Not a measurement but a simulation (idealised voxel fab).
This is a process module. Its name is voxel fin reveal.
For reference, the cross-section in this document is cut, with width 185 nm and square cells of 5 nm.
Format of a cross-section: grid, square cells. Given as bands. Order: top down. Band: one or more rows of cells. Look at the band entry: it leads with the top's height and the bottom's height in nm. Then it lists the materials left to right, with a width in nm for each. The word "full width" on a single material says that material fills the band edge to edge. The word "blank" is empty space. All heights in this document are referenced to 0, defined as the level beneath which the wafer, as received, consists entirely of one material. The lowest band is not bounded below; it extends indefinitely downward and is written in the form "top 0, no bottom". Width: "30..40" (first number = top row, second number = bottom row, same change from row to row of cells). "changes: none", as given for a step, is the statement that not any cell of the cross-section underwent a change during that step. For the entry "Sealed internal cavities", the listed items are empty spaces with no open way to the top whose size is 8 cells or more; each item follows the pattern width x height at distance, where distance is from the left edge and all three are in nm. On a step's line, text after the settings is the simulator commenting on that step. overlay nm: where the mask lay relative to plan, measured to the right, on steps with a mask; negatives go left.
Here's what the planned process steps look like
1,RECEIVE,material Si
2,CONFORMAL_DEP,material SiN,thk nm 5
3,DIRECTIONAL_DEP,material aC,thk nm 15
4,PATTERN,tone cover,mask id FINS,material resist,width nm 15,pitch nm 45,thk nm 35,overlay nm 0
5,DIRECTIONAL_ETCH,etch materials aC,depth nm 15
6,STRIP,etch materials resist
7,DIRECTIONAL_ETCH,etch materials SiN,depth nm 5
8,DIRECTIONAL_ETCH,etch materials Si,depth nm 35
9,STRIP,etch materials aC
10,OXIDIZE,depth nm 5
11,FILL_DEP,material SiO2,thk nm 10
12,CMP,height nm 5
13,SELECTIVE_ETCH,etch materials SiO2,depth nm 20
14,STRIP,etch materials SiN
15,CONFORMAL_DEP,material SiO2,thk nm 5
The thk nm used in step 2 is not the same on every wafer, whereas the starting condition is; the value printed in the plan is the first wafer's.
First wafer of several, as received: cross-section after step 1
top 0, no bottom: Si full width
Sealed internal cavities: none
End-of-module cross-section, first of several wafers, after last step 15
top 5, bottom 0: blank=60  SiO2=15  blank=30  SiO2=15  blank=65
top 0, bottom -10: blank=60  SiO2=5  Si=5  SiO2=5  blank=30  SiO2=5  Si=5  SiO2=5  blank=65
top -10, bottom -40: SiO2=65  Si=5  SiO2=40  Si=5  SiO2=70
top -40, no bottom: Si full width
Sealed internal cavities: none
End of module, last wafer sectioned
top 5, bottom 0: SiO2 full width
top 0, no bottom: Si full width
Sealed internal cavities: none
Basically each wafer gets a line in the table, showing it at the end of the module: material by material, the cells it gained (+) or lost (-) since we got it, then its closed voids
thk nm 5; -280 Si; +224 SiO2; Sealed internal cavities: none
thk nm 10; +37 SiO2; Sealed internal cavities: none
thk nm 15; +37 SiO2; Sealed internal cavities: none
thk nm 20; +37 SiO2; Sealed internal cavities: none
